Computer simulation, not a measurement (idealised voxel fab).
process module | voxel ribs on slabs
cross-section cut | 150 nm wide | cells 5 nm
A cross-section is a grid of square cells, given in bands from the top down. A band is one or more rows of cells.
Each band's line starts with the height of the band's top and of its bottom, in nm. Then come its materials from left to right, each with its width in nm. One material with "throughout" fills the band from edge to edge. "air" is empty space.
Height 0 is the level under which the wafer as received is all one material. The lowest band goes on downwards, as in "0 down".
A width such as "30 to 40" changes by the same amount from each row of cells to the next, from the band's top row to its bottom row.
"no change" after a step means that no cell of the cross-section changed.
closed voids: empty space of 8 cells or more with no open way to the top, each as width x height at its distance from the left edge, in nm
after a step's settings: what the simulator itself notes on the step
overlay nm, on a step with a mask: how far to the right of its planned place the mask lay; to the left if negative
plan
1 op RECEIVE | material Si
2 op DIRECTIONAL_DEP | material SiO2 | thk nm 20
3 op DIRECTIONAL_DEP | material polySi | thk nm 15
4 op PATTERN | tone cover | mask id RIB | material resist | width nm 25 | thk nm 20 | overlay nm 0
5 op DIRECTIONAL_ETCH | etch materials polySi | depth nm 10
6 op STRIP | etch materials resist
7 op PATTERN | tone cover | mask id SLAB | material resist | width nm 85 | thk nm 20 | overlay nm 0
8 op DIRECTIONAL_ETCH | etch materials polySi | depth nm 5
9 op STRIP | etch materials resist
10 op FILL_DEP | material SiO2 | thk nm 20
11 op CMP | height nm 45
12 op DIRECTIONAL_DEP | material W | thk nm 10
13 op MASKED_ETCH | tone cover | mask id HEATER | width nm 35 | etch materials W | depth nm 10 | overlay nm 0
14 op CONFORMAL_DEP | material SiN | thk nm 10
as received, after step 1
  0 down: Si throughout
  closed voids: none
first wafer at the end, as planned
  65 to 55: air 45 | SiN 55 | air 50
  55 to 45: SiN 55 | W 35 | SiN 60
  45 to 35: SiO2 throughout
  35 to 25: SiO2 60 | polySi 25 | SiO2 65
  25 to 20: SiO2 30 | polySi 85 | SiO2 35
  20 to 0: SiO2 throughout
  0 down: Si throughout
  closed voids: none
second wafer at the end: like start, like plan, one mistake
  65 to 55: air 45 | SiN 55 | air 50
  55 to 45: SiN 55 | W 35 | SiN 60
  45 to 35: SiO2 60 to 30 | polySi 25 to 85 | SiO2 65 to 35
  35 to 20: polySi throughout
  20 to 0: SiO2 throughout
  0 down: Si throughout
  closed voids: none
what went wrong: step 3 was run twice
at the end the second wafer has, in cells: 85 fewer of SiO2 | 85 more of polySi
